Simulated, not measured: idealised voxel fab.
A process module follows: voxel self aligned contacts.
Section cut is 220 nm wide and gridded with 5 nm square cells.
How to read a cross-section here: the picture is a grid of square cells, written as bands going from the top down, and any band can span one or more rows of cells.
In this notation a band is specified by the heights of its top and bottom, in that order and in nm, after which its materials appear from left to right, each paired with its width in nm. The word "everywhere" attached to a single material means that material fills the band from edge to edge; the word "empty" stands for empty space.
Heights are measured from 0, the level below which the as-received wafer is all one material; the lowest band has no bottom and continues downward, written as in "0 nm and below".
A width given as "30 to 40" starts at the first number in the band's top row and ends at the second number in its bottom row, shifting by an equal amount at every step from row to row.
"left unchanged" for a step: no cell of the cross-section changed in that step.
Voids not open to the top, 8 cells minimum: see "Sealed internal cavities". Written width x height at distance; distance is from the left edge; nm.
Step line, after settings: the simulator's comment on this step.
overlay nm: for a step with a mask, the amount by which the mask lay right of where it was planned; a negative amount means left of it.
### The planned process steps are enumerated hereunder
step 1: RECEIVE [material Si]
step 2: OXIDIZE [depth nm 5]
step 3: DIRECTIONAL_DEP [material polySi] [thk nm 30]
step 4: DIRECTIONAL_DEP [material SiN] [thk nm 15]
step 5: MASKED_ETCH [tone cover] [mask id GATE] [width nm 30] [pitch nm 60] [etch materials SiN] [depth nm 15] [overlay nm 0]
step 6: MASKED_ETCH [tone cover] [mask id GATE] [width nm 30] [pitch nm 60] [etch materials polySi] [depth nm 30] [overlay nm 0]
step 7: CONFORMAL_DEP [material SiN] [thk nm 5]
step 8: DIRECTIONAL_ETCH [etch materials SiN] [depth nm 5]
step 9: FILL_DEP [material SiO2] [thk nm 15]
step 10: CMP [height nm 55]
step 11: PATTERN [tone open] [mask id CONTACT] [material resist] [width nm 40] [pitch nm 60] [thk nm 20] [overlay nm 0]
step 12: DIRECTIONAL_ETCH [etch materials SiO2] [depth nm 60]
step 13: STRIP [etch materials resist]
step 14: CONFORMAL_DEP [material TiN] [thk nm 5]
step 15: FILL_DEP [material W] [thk nm 5]
step 16: CMP [height nm 55]
step 17: CONFORMAL_DEP [material SiN] [thk nm 5]
### The first wafer of two, processed as planned
### Wafer at receipt (post step 1), cross-section
	0 nm and below  Si everywhere
	Sealed internal cavities: none
### State of the wafer after step 2, shown in cross-section
	0 nm to -5 nm  SiO2 everywhere
	Under the height -5 nothing was changed.
### State of the wafer after step 3, shown in cross-section
	30 nm to 0 nm  polySi everywhere
	Under the height 0 nothing was changed.
### State of the wafer after step 4, shown in cross-section
	45 nm to 30 nm  SiN everywhere
	Under the height 30 nothing was changed.
### State of the wafer after step 5, shown in cross-section
	45 nm to 30 nm  empty 35; SiN 30; empty 30; SiN 30; empty 30; SiN 30; empty 35
	Under the height 30 nothing was changed.
### State of the wafer after step 6, shown in cross-section
	45 nm to 30 nm  empty 35; SiN 30; empty 30; SiN 30; empty 30; SiN 30; empty 35
	30 nm to 0 nm  empty 35; polySi 30; empty 30; polySi 30; empty 30; polySi 30; empty 35
	Under the height 0 nothing was changed.
### State of the wafer after step 7, shown in cross-section
	50 nm to 30 nm  empty 30; SiN 40; empty 20; SiN 40; empty 20; SiN 40; empty 30
	30 nm to 5 nm  empty 30; SiN 5; polySi 30; SiN 5; empty 20; SiN 5; polySi 30; SiN 5; empty 20; SiN 5; polySi 30; SiN 5; empty 30
	5 nm to 0 nm  SiN 35; polySi 30; SiN 30; polySi 30; SiN 30; polySi 30; SiN 35
	Under the height 0 nothing was changed.
### State of the wafer after step 8, shown in cross-section
	45 nm to 30 nm  empty 30; SiN 40; empty 20; SiN 40; empty 20; SiN 40; empty 30
	30 nm to 0 nm  empty 30; SiN 5; polySi 30; SiN 5; empty 20; SiN 5; polySi 30; SiN 5; empty 20; SiN 5; polySi 30; SiN 5; empty 30
	Under the height 0 nothing was changed.
### State of the wafer after step 9, shown in cross-section
	60 nm to 45 nm  SiO2 everywhere
	45 nm to 30 nm  SiO2 30; SiN 40; SiO2 20; SiN 40; SiO2 20; SiN 40; SiO2 30
	30 nm to 0 nm  SiO2 30; SiN 5; polySi 30; SiN 5; SiO2 20; SiN 5; polySi 30; SiN 5; SiO2 20; SiN 5; polySi 30; SiN 5; SiO2 30
	Under the height 0 nothing was changed.
### State of the wafer after step 10, shown in cross-section
	55 nm to 45 nm  SiO2 everywhere
	Under the height 45 nothing was changed.
### State of the wafer after step 11, shown in cross-section
	75 nm to 55 nm  resist 60; empty 40; resist 20; empty 40; resist 60
	Under the height 55 nothing was changed.
### State of the wafer after step 12, shown in cross-section
	75 nm to 55 nm  resist 60; empty 40; resist 20; empty 40; resist 60
	55 nm to 45 nm  SiO2 60; empty 40; SiO2 20; empty 40; SiO2 60
	45 nm to 30 nm  SiO2 30; SiN 40; empty 20; SiN 40; empty 20; SiN 40; SiO2 30
	30 nm to 0 nm  SiO2 30; SiN 5; polySi 30; SiN 5; empty 20; SiN 5; polySi 30; SiN 5; empty 20; SiN 5; polySi 30; SiN 5; SiO2 30
	0 nm to -5 nm  SiO2 70; empty 20; SiO2 40; empty 20; SiO2 70
	Under the height -5 nothing was changed.
### State of the wafer after step 13, shown in cross-section
	55 nm to 45 nm  SiO2 60; empty 40; SiO2 20; empty 40; SiO2 60
	Under the height 45 nothing was changed.
### State of the wafer after step 14, shown in cross-section
	60 nm to 55 nm  TiN 65; empty 30; TiN 30; empty 30; TiN 65
	55 nm to 45 nm  SiO2 60; TiN 5 to 15; empty 30 to 10; TiN 5 to 15; SiO2 20; TiN 5 to 15; empty 30 to 10; TiN 5 to 15; SiO2 60
	45 nm to 30 nm  SiO2 30; SiN 40; TiN 5; empty 10; TiN 5; SiN 40; TiN 5; empty 10; TiN 5; SiN 40; SiO2 30
	30 nm to 0 nm  SiO2 30; SiN 5; polySi 30; SiN 5; TiN 5; empty 10; TiN 5; SiN 5; polySi 30; SiN 5; TiN 5; empty 10; TiN 5; SiN 5; polySi 30; SiN 5; SiO2 30
	0 nm to -5 nm  SiO2 70; TiN 20; SiO2 40; TiN 20; SiO2 70
	Under the height -5 nothing was changed.
### State of the wafer after step 15, shown in cross-section
	65 nm to 60 nm  W everywhere
	60 nm to 55 nm  TiN 65; W 30; TiN 30; W 30; TiN 65
	55 nm to 45 nm  SiO2 60; TiN 5 to 15; W 30 to 10; TiN 5 to 15; SiO2 20; TiN 5 to 15; W 30 to 10; TiN 5 to 15; SiO2 60
	45 nm to 30 nm  SiO2 30; SiN 40; TiN 5; W 10; TiN 5; SiN 40; TiN 5; W 10; TiN 5; SiN 40; SiO2 30
	30 nm to 0 nm  SiO2 30; SiN 5; polySi 30; SiN 5; TiN 5; W 10; TiN 5; SiN 5; polySi 30; SiN 5; TiN 5; W 10; TiN 5; SiN 5; polySi 30; SiN 5; SiO2 30
	Under the height 0 nothing was changed.
### State of the wafer after step 16, shown in cross-section
	55 nm to 45 nm  SiO2 60; TiN 5 to 15; W 30 to 10; TiN 5 to 15; SiO2 20; TiN 5 to 15; W 30 to 10; TiN 5 to 15; SiO2 60
	Under the height 45 nothing was changed.
### State of the wafer after step 17, shown in cross-section
	60 nm to 55 nm  SiN everywhere
	Under the height 55 nothing was changed.
### Wafer two. Identical start, identical plan. One mistake in execution. Identical history through step 3
### Second wafer, cross-section, planned end of step 4
	60 nm to 30 nm  SiN everywhere
	Under the height 30 nothing was changed.
### Second wafer, cross-section, planned end of step 5
	60 nm to 45 nm  empty 35; SiN 30; empty 30; SiN 30; empty 30; SiN 30; empty 35
	Under the height 45 nothing was changed.
Second wafer, cross-section, planned end of step 6: left unchanged
### Second wafer, cross-section, planned end of step 7
	65 nm to 50 nm  empty 30; SiN 40; empty 20; SiN 40; empty 20; SiN 40; empty 30
	50 nm to 30 nm  SiN everywhere
	Under the height 30 nothing was changed.
### Second wafer, cross-section, planned end of step 8
	60 nm to 45 nm  empty 30; SiN 40; empty 20; SiN 40; empty 20; SiN 40; empty 30
	Under the height 45 nothing was changed.
### Second wafer, cross-section, planned end of step 9
	75 nm to 60 nm  SiO2 everywhere
	60 nm to 45 nm  SiO2 30; SiN 40; SiO2 20; SiN 40; SiO2 20; SiN 40; SiO2 30
	Under the height 45 nothing was changed.
### Second wafer, cross-section, planned end of step 10
	55 nm to 45 nm  SiO2 30; SiN 40; SiO2 20; SiN 40; SiO2 20; SiN 40; SiO2 30
	Under the height 45 nothing was changed.
### Second wafer, cross-section, planned end of step 11
	75 nm to 55 nm  resist 60; empty 40; resist 20; empty 40; resist 60
	Under the height 55 nothing was changed.
### Second wafer, cross-section, planned end of step 12
	75 nm to 55 nm  resist 60; empty 40; resist 20; empty 40; resist 60
	55 nm to 45 nm  SiO2 30; SiN 40; empty 20; SiN 40; empty 20; SiN 40; SiO2 30
	Under the height 45 nothing was changed.
### Second wafer, cross-section, planned end of step 13
	55 nm to 45 nm  SiO2 30; SiN 40; empty 20; SiN 40; empty 20; SiN 40; SiO2 30
	Under the height 45 nothing was changed.
### Second wafer, cross-section, planned end of step 14
	60 nm to 55 nm  TiN 75; empty 10; TiN 50; empty 10; TiN 75
	55 nm to 50 nm  SiO2 30; SiN 40; TiN 5; empty 10; TiN 5; SiN 40; TiN 5; empty 10; TiN 5; SiN 40; SiO2 30
	50 nm to 45 nm  SiO2 30; SiN 40; TiN 20; SiN 40; TiN 20; SiN 40; SiO2 30
	Under the height 45 nothing was changed.
### Second wafer, cross-section, planned end of step 15
	65 nm to 60 nm  W everywhere
	60 nm to 55 nm  TiN 75; W 10; TiN 50; W 10; TiN 75
	55 nm to 50 nm  SiO2 30; SiN 40; TiN 5; W 10; TiN 5; SiN 40; TiN 5; W 10; TiN 5; SiN 40; SiO2 30
	Under the height 50 nothing was changed.
### Second wafer, cross-section, planned end of step 16
	55 nm to 50 nm  SiO2 30; SiN 40; TiN 5; W 10; TiN 5; SiN 40; TiN 5; W 10; TiN 5; SiN 40; SiO2 30
	Under the height 50 nothing was changed.
### Second wafer, cross-section, planned end of step 17
	60 nm to 55 nm  SiN everywhere
	Under the height 55 nothing was changed.
What went wrong in running the wafer? regarding the plan, step 4 was run twice
The final cell counts differ between the wafers, with the second having more or fewer of some materials than the first: 72 more of SiN | 132 fewer of SiO2 | 48 fewer of TiN | 48 fewer of W | 156 more of polySi
